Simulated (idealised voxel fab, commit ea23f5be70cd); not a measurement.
Module name: voxel plated lines (process module)
Section shown: cut. Width: 230 nm. Cell size: 5 nm, square.
Cross-section format: a grid of square cells, given as bands from top to bottom; each band is one or more rows of cells. Within each band entry, the heights of the top and of the bottom of the band appear first, in that order and in nm; the materials of the band then follow from left to right, each with its corresponding width in nm. The designation "edge to edge" on a single material indicates that it fills the band from edge to edge; the designation "air" indicates empty space. Heights are reckoned from 0. Under this level, the received wafer is all of one material. The bottommost band is open-ended downward, for example "0 down". Graded width ("30 to 40"): value in top row of band = first number; value in bottom row = second number; row-to-row change constant. Take "no change occurred" at face value: in the step it is given for, the cross-section changed in none of its cells. Heads up: "Cavities, closed" only lists the empty pockets with no open path to the top that are 8 cells or more, and it writes them as width x height at distance, distance from the left edge, in nm. It should be noted that, on the line of a given step, the content following the step's settings is a remark produced by the simulator itself with respect to that step. overlay nm: mask offset rightward from planned place, masked step; negative means leftward offset.

[The planned process steps are enumerated hereunder]
| 1 | RECEIVE | material Si |
| 2 | CONFORMAL_DEP | material Al2O3 | thk nm 5 |
| 3 | DIRECTIONAL_DEP | material TiN | thk nm 5 |
| 4 | PATTERN | tone open | mask id LINES | material resist | width nm 20 | pitch nm 50 | thk nm 25 | overlay nm 0 |
| 5 | EPI | material Ru | thk nm 5 |
| 6 | EPI | material Ru | thk nm 10 |
| 7 | STRIP | etch materials resist |
| 8 | DIRECTIONAL_ETCH | etch materials TiN | depth nm 5 |
| 9 | CONFORMAL_DEP | material SiN | thk nm 5 |

[As-received wafer cross-section (after step 1)]
> 0 down  Si edge to edge
> Cavities, closed: none

[Starting wafer: above. Plan: above. Run: one mistake. Cross-section after the module: below]
> 30 to 25  45 air, 30 SiN, 20 air, 30 SiN, 20 air, 30 SiN, 55 air
> 25 to 10  45 air, 5 SiN, 20 Ru, 5 SiN, 20 air, 5 SiN, 20 Ru, 5 SiN, 20 air, 5 SiN, 20 Ru, 5 SiN, 55 air
> 10 to 5  50 SiN, 20 TiN, 30 SiN, 20 TiN, 30 SiN, 20 TiN, 60 SiN
> 5 to 0  Al2O3 edge to edge
> 0 down  Si edge to edge
> Cavities, closed: none
Want to know what went wrong? so step 4 ended up running with a different setting than we planned, it ran as PATTERN | tone open | mask id LINES | material resist | width nm 20 | pitch nm 50 | thk nm 25 | overlay nm -5
